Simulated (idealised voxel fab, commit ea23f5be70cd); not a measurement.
The process module presented herein is designated voxel double patterning.
FYI the section here is cut, 295 nm wide, cells are 5 nm squares.
We lay out every cross-section as a grid of square cells and spell it out in bands from the top down, where one band means one or more rows of cells.
Heads up on the band format: heights come first, top then bottom, in nm. After that it's the materials left to right, each with its width in nm. A single material flagged "edge to edge" fills the whole band edge to edge, and "air" means there's empty space there.
Convention: height 0 is the level below which the wafer, as received, is all one material. The lowest band does not terminate at the bottom but continues downward, represented as "0 down".
Width: "30 to 40" (first number = top row, second number = bottom row, same change from row to row of cells).
Reading "nothing altered" for a step: not a cell of the cross-section changed in it.
This entry, "Fully enclosed voids", enumerates those empty regions of no fewer than 8 cells that possess no open connection to the top. Each region is reported in the form width x height at distance, the distance being taken from the left edge, with all three quantities expressed in nm.
It should be noted that, on the line of a given step, the content following the step's settings is a remark produced by the simulator itself with respect to that step.
Among the settings permitted on a step's line is "overlay nm"; applied to a step with a mask, it specifies the extent to which the mask lay to the right of its planned position, whereas a negative figure signifies a position to the left.
**So here's the lineup of process steps we planned**
- 1: RECEIVE (material Si)
- 2: CONFORMAL_DEP (material SiN; thk nm 5)
- 3: DIRECTIONAL_DEP (material SiO2; thk nm 15)
- 4: DIRECTIONAL_DEP (material SiCN; thk nm 10)
- 5: MASKED_ETCH (tone open; mask id FIRST; width nm 15; pitch nm 50; etch materials SiCN; depth nm 10; overlay nm 0)
- 6: MASKED_ETCH (tone open; mask id SECOND; width nm 15; etch materials SiCN; depth nm 10; overlay nm 0)
- 7: DIRECTIONAL_ETCH (etch materials SiO2; depth nm 15)
- 8: STRIP (etch materials SiCN)
**So this is the incoming wafer in cross-section - it's already been through step 1**
- 0 down | Si edge to edge
- Fully enclosed voids: none
**first wafer at the end, as planned**
- 20 to 5 | 115 SiO2; 15 air; 10 SiO2; 15 air; 10 SiO2; 15 air; 115 SiO2
- 5 to 0 | SiN edge to edge
- 0 down | Si edge to edge
- Fully enclosed voids: none
**Cross-section at end of module for the second wafer of two, which matched the first in starting point and plan and differed by one mistake in its processing**
- 20 to 5 | 115 SiO2; 15 air; 5 SiO2; 25 air; 5 SiO2; 15 air; 115 SiO2
- 5 to 0 | SiN edge to edge
- 0 down | Si edge to edge
- Fully enclosed voids: none
It is concluded that the wafer was processed incorrectly with respect to the plan, in that step 6 off recipe, ran as MASKED_ETCH (tone open; mask id SECOND; width nm 25; etch materials SiCN; depth nm 10; overlay nm 0)
Materials where the second wafer ends with more or fewer cells than the first: SiO2 -6
